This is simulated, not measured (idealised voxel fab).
process module | voxel gate over fins
cross-section cut | 265 nm wide | cells 5 nm
A cross-section is a grid of square cells, given in bands from the top down. A band is one or more rows of cells.
Each band's line starts with the height of the band's top and of its bottom, in nm. Then come its materials from left to right, each with its width in nm. One material with "throughout" fills the band from edge to edge. "air" is empty space.
Height 0 is the level under which the wafer as received is all one material. The lowest band goes on downwards, as in "0 down".
A width such as "30 to 40" changes by the same amount from each row of cells to the next, from the band's top row to its bottom row.
"no change" after a step means that no cell of the cross-section changed.
closed voids: empty space of 8 cells or more with no open way to the top, each as width x height at its distance from the left edge, in nm
after a step's settings: what the simulator itself notes on the step
overlay nm, on a step with a mask: how far to the right of its planned place the mask lay; to the left if negative
plan
1 op RECEIVE | material Si
2 op CONFORMAL_DEP | material SiN | thk nm 10
3 op DIRECTIONAL_DEP | material aC | thk nm 10
4 op PATTERN | tone cover | mask id FINS | material resist | width nm 15 | pitch nm 50 | thk nm 25 | overlay nm 0
5 op DIRECTIONAL_ETCH | etch materials aC | depth nm 10
6 op STRIP | etch materials resist
7 op DIRECTIONAL_ETCH | etch materials SiN | depth nm 10
8 op DIRECTIONAL_ETCH | etch materials Si | depth nm 30
9 op STRIP | etch materials aC
10 op FILL_DEP | material SiO2 | thk nm 15
11 op CMP | height nm 10
12 op PATTERN | tone open | mask id RAIL | material resist | width nm 15 | thk nm 20 | overlay nm 0
13 op DIRECTIONAL_ETCH | etch materials SiO2 | depth nm 35
14 op STRIP | etch materials resist
15 op CONFORMAL_DEP | material TiN | thk nm 5
16 op FILL_DEP | material Ru | thk nm 5
17 op CMP | height nm 10
18 op SELECTIVE_ETCH | etch materials W Ru TiN | depth nm 25
19 op FILL_DEP | material SiO2 | thk nm 5
20 op CMP | height nm 10
21 op SELECTIVE_ETCH | etch materials SiO2 | depth nm 20
22 op STRIP | etch materials SiN
23 op CONFORMAL_DEP | material HfO2 | thk nm 5
24 op CONFORMAL_DEP | material TiN | thk nm 5
25 op CONFORMAL_DEP | material TiAl | thk nm 5
26 op CONFORMAL_DEP | material TiN | thk nm 5
27 op FILL_DEP | material W | thk nm 10
28 op CMP | height nm 25
29 op CONFORMAL_DEP | material SiN | thk nm 5
as received, after step 1
  0 down: Si throughout
  closed voids: none
first wafer at the end, as planned
  30 to 25: SiN throughout
  25 to 20: W throughout
  20 to 15: W 55 | TiN 155 | W 55
  15 to 10: W 55 | TiN 5 | TiAl 45 | TiN 5 | TiAl 45 | TiN 5 | TiAl 45 | TiN 5 | W 55
  10 to 5: TiN 60 | TiAl 5 | TiN 35 | TiAl 5 | TiN 5 | TiAl 5 | TiN 35 | TiAl 5 | TiN 5 | TiAl 5 | TiN 35 | TiAl 5 | TiN 60
  5 to 0: TiAl 65 | TiN 5 | HfO2 25 | TiN 5 | TiAl 15 | TiN 5 | HfO2 25 | TiN 5 | TiAl 15 | TiN 5 | HfO2 25 | TiN 5 | TiAl 65
  0 to -5: TiN 70 | HfO2 5 | Si 15 | HfO2 5 | TiN 25 | HfO2 5 | Si 15 | HfO2 5 | TiN 25 | HfO2 5 | Si 15 | HfO2 5 | TiN 70
  -5 to -10: HfO2 75 | Si 15 | HfO2 35 | Si 15 | HfO2 35 | Si 15 | HfO2 75
  -10 to -15: SiO2 75 | Si 15 | SiO2 35 | Si 15 | SiO2 35 | Si 15 | SiO2 75
  -15 to -20: SiO2 75 | Si 15 | SiO2 10 | TiN 5 | Ru 5 | TiN 5 | SiO2 10 | Si 15 | SiO2 35 | Si 15 | SiO2 75
  -20 to -25: SiO2 75 | Si 15 | SiO2 10 | TiN 15 | SiO2 10 | Si 15 | SiO2 35 | Si 15 | SiO2 75
  -25 to -30: SiO2 75 | Si 15 | SiO2 35 | Si 15 | SiO2 35 | Si 15 | SiO2 75
  -30 down: Si throughout
  closed voids: none
second wafer at the end: like start, like plan, one mistake
  30 to 25: SiN throughout
  25 to 20: W 80 | TiN 5 | TiAl 45 | TiN 5 | W 130
  20 to 15: W 55 | TiN 30 | TiAl 5 | TiN 35 | TiAl 5 | TiN 80 | W 55
  15 to 10: W 55 | TiN 5 | TiAl 30 | TiN 5 | HfO2 25 | TiN 5 | TiAl 30 | TiN 5 | TiAl 45 | TiN 5 | W 55
  10 to 5: TiN 60 | TiAl 5 | TiN 30 | HfO2 5 | Ru 15 | HfO2 5 | TiN 30 | TiAl 5 | TiN 5 | TiAl 5 | TiN 35 | TiAl 5 | TiN 60
  5 to 0: TiAl 65 | TiN 5 | HfO2 30 | Ru 15 | HfO2 30 | TiN 5 | TiAl 15 | TiN 5 | HfO2 25 | TiN 5 | TiAl 65
  0 to -5: TiN 70 | HfO2 5 | Si 15 | HfO2 10 | Ru 15 | HfO2 10 | Si 15 | HfO2 5 | TiN 25 | HfO2 5 | Si 15 | HfO2 5 | TiN 70
  -5 to -10: HfO2 75 | Si 15 | HfO2 10 | Ru 15 | HfO2 10 | Si 15 | HfO2 35 | Si 15 | HfO2 75
  -10 to -15: SiO2 75 | Si 15 | SiO2 10 | Ru 15 | SiO2 10 | Si 15 | SiO2 35 | Si 15 | SiO2 75
  -15 to -20: SiO2 75 | Si 15 | SiO2 10 | TiN 5 | Ru 5 | TiN 5 | SiO2 10 | Si 15 | SiO2 35 | Si 15 | SiO2 75
  -20 to -25: SiO2 75 | Si 15 | SiO2 10 | TiN 15 | SiO2 10 | Si 15 | SiO2 35 | Si 15 | SiO2 75
  -25 to -30: SiO2 75 | Si 15 | SiO2 35 | Si 15 | SiO2 35 | Si 15 | SiO2 75
  -30 down: Si throughout
  closed voids: none
what went wrong: step 19 ran as: op FILL_DEP | material Ru | thk nm 5
at the end the second wafer has, in cells: 8 more of HfO2 | 15 more of Ru | 3 fewer of SiO2 | 9 fewer of TiN | 11 fewer of W
